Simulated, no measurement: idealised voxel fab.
process module | voxel self aligned vias
cross-section cut | 285 nm wide | cells 5 nm
A cross-section is a grid of square cells, given in bands from the top down. A band is one or more rows of cells.
Each band's line starts with the height of the band's top and of its bottom, in nm. Then come its materials from left to right, each with its width in nm. One material with "throughout" fills the band from edge to edge. "air" is empty space.
Height 0 is the level under which the wafer as received is all one material. The lowest band goes on downwards, as in "0 down".
A width such as "30 to 40" changes by the same amount from each row of cells to the next, from the band's top row to its bottom row.
"no change" after a step means that no cell of the cross-section changed.
closed voids: empty space of 8 cells or more with no open way to the top, each as width x height at its distance from the left edge, in nm
after a step's settings: what the simulator itself notes on the step
overlay nm, on a step with a mask: how far to the right of its planned place the mask lay; to the left if negative
plan
1 op RECEIVE | material Si
2 op CONFORMAL_DEP | material SiO2 | thk nm 15
3 op CONFORMAL_DEP | material SiCN | thk nm 5
4 op DIRECTIONAL_DEP | material lowk | thk nm 30
5 op PATTERN | tone open | mask id LINES | material resist | width nm 20 | pitch nm 65 | thk nm 15 | overlay nm 0
6 op DIRECTIONAL_ETCH | etch materials lowk | depth nm 30
7 op STRIP | etch materials resist
8 op CONFORMAL_DEP | material TiN | thk nm 5
9 op FILL_DEP | material W | thk nm 5
10 op CMP | height nm 50
11 op SELECTIVE_ETCH | etch materials W Ru TiN | depth nm 5
12 op FILL_DEP | material SiN | thk nm 5
13 op CMP | height nm 50
14 op DIRECTIONAL_DEP | material lowk | thk nm 15
15 op MASKED_ETCH | tone open | mask id VIAS | width nm 40 | etch materials lowk | depth nm 15 | overlay nm 0
16 op MASKED_ETCH | tone open | mask id VIAS | width nm 40 | etch materials SiN | depth nm 5 | overlay nm 0
17 op CONFORMAL_DEP | material TiN | thk nm 5
18 op FILL_DEP | material Cu | thk nm 5
19 op CMP | height nm 65
20 op CONFORMAL_DEP | material SiN | thk nm 5
as received, after step 1
  0 down: Si throughout
  closed voids: none
first wafer at the end, as planned
  70 to 65: SiN throughout
  65 to 55: lowk 90 | TiN 5 | Cu 30 | TiN 5 | lowk 155
  55 to 50: lowk 90 | TiN 15 | Cu 10 | TiN 15 | lowk 155
  50 to 45: lowk 100 | TiN 20 | lowk 45 | SiN 20 | lowk 100
  45 to 25: lowk 100 | TiN 5 | W 10 | TiN 5 | lowk 45 | TiN 5 | W 10 | TiN 5 | lowk 100
  25 to 20: lowk 100 | TiN 20 | lowk 45 | TiN 20 | lowk 100
  20 to 15: SiCN throughout
  15 to 0: SiO2 throughout
  0 down: Si throughout
  closed voids: none
second wafer at the end: like start, like plan, one mistake
  70 to 65: SiN throughout
  65 to 55: lowk 90 | TiN 5 | Cu 30 | TiN 5 | lowk 155
  55 to 50: lowk 90 | TiN 15 | Cu 10 | TiN 15 | lowk 155
  50 to 45: lowk 100 | TiN 20 | lowk 45 | SiN 20 | lowk 100
  45 to 40: lowk 100 | TiN 5 | W 10 | TiN 5 | lowk 45 | TiN 5 | W 10 | TiN 5 | lowk 100
  40 to 35: lowk 100 | TiN 20 | lowk 45 | TiN 20 | lowk 100
  35 to 30: SiCN throughout
  30 to 0: SiO2 throughout
  0 down: Si throughout
  closed voids: none
what went wrong: step 2 was run twice
at the end the second wafer has, in cells: 171 more of SiO2 | 12 fewer of TiN | 12 fewer of W | 147 fewer of lowk
